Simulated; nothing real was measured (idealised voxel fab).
process module | voxel ribs on slabs
cross-section cut | 140 nm wide | cells 5 nm
A cross-section is a grid of square cells, given in bands from the top down. A band is one or more rows of cells.
Each band's line starts with the height of the band's top and of its bottom, in nm. Then come its materials from left to right, each with its width in nm. One material with "throughout" fills the band from edge to edge. "air" is empty space.
Height 0 is the level under which the wafer as received is all one material. The lowest band goes on downwards, as in "0 down".
A width such as "30 to 40" changes by the same amount from each row of cells to the next, from the band's top row to its bottom row.
"no change" after a step means that no cell of the cross-section changed.
closed voids: empty space of 8 cells or more with no open way to the top, each as width x height at its distance from the left edge, in nm
after a step's settings: what the simulator itself notes on the step
overlay nm, on a step with a mask: how far to the right of its planned place the mask lay; to the left if negative
plan
1 op RECEIVE | material Si
2 op DIRECTIONAL_DEP | material SiO2 | thk nm 30
3 op DIRECTIONAL_DEP | material polySi | thk nm 15
4 op DIRECTIONAL_DEP | material aC | thk nm 10
5 op PATTERN | tone cover | mask id RIB | material resist | width nm 20 | thk nm 30 | overlay nm 0
6 op DIRECTIONAL_ETCH | etch materials aC | depth nm 10
7 op STRIP | etch materials resist
8 op DIRECTIONAL_ETCH | etch materials polySi | depth nm 5
9 op STRIP | etch materials aC
10 op MASKED_ETCH | tone cover | mask id SLAB | width nm 60 | etch materials polySi | depth nm 10 | overlay nm 0
11 op FILL_DEP | material SiO2 | thk nm 25
12 op CMP | height nm 65
13 op DIRECTIONAL_DEP | material TiN | thk nm 5
14 op DIRECTIONAL_DEP | material aC | thk nm 15
15 op PATTERN | tone cover | mask id HEATER | material resist | width nm 30 | thk nm 30 | overlay nm 0
16 op DIRECTIONAL_ETCH | etch materials aC | depth nm 15
17 op STRIP | etch materials resist
18 op DIRECTIONAL_ETCH | etch materials TiN | depth nm 5
19 op STRIP | etch materials aC
20 op CONFORMAL_DEP | material SiO2 | thk nm 5
as received, after step 1
  0 down: Si throughout
  closed voids: none
first wafer at the end, as planned
  75 to 70: air 50 | SiO2 40 | air 50
  70 to 65: SiO2 55 | TiN 30 | SiO2 55
  65 to 45: SiO2 throughout
  45 to 40: SiO2 60 | polySi 20 | SiO2 60
  40 to 30: SiO2 40 | polySi 60 | SiO2 40
  30 to 0: SiO2 throughout
  0 down: Si throughout
  closed voids: none
second wafer at the end: like start, like plan, one mistake
  75 to 70: air 50 | SiO2 40 | air 50
  70 to 65: SiO2 55 | TiN 30 | SiO2 55
  65 to 45: SiO2 throughout
  45 to 30: polySi throughout
  30 to 0: SiO2 throughout
  0 down: Si throughout
  closed voids: none
what went wrong: step 4 ran as: op DIRECTIONAL_DEP | material SiO2 | thk nm 10
at the end the second wafer has, in cells: 56 fewer of SiO2 | 56 more of polySi
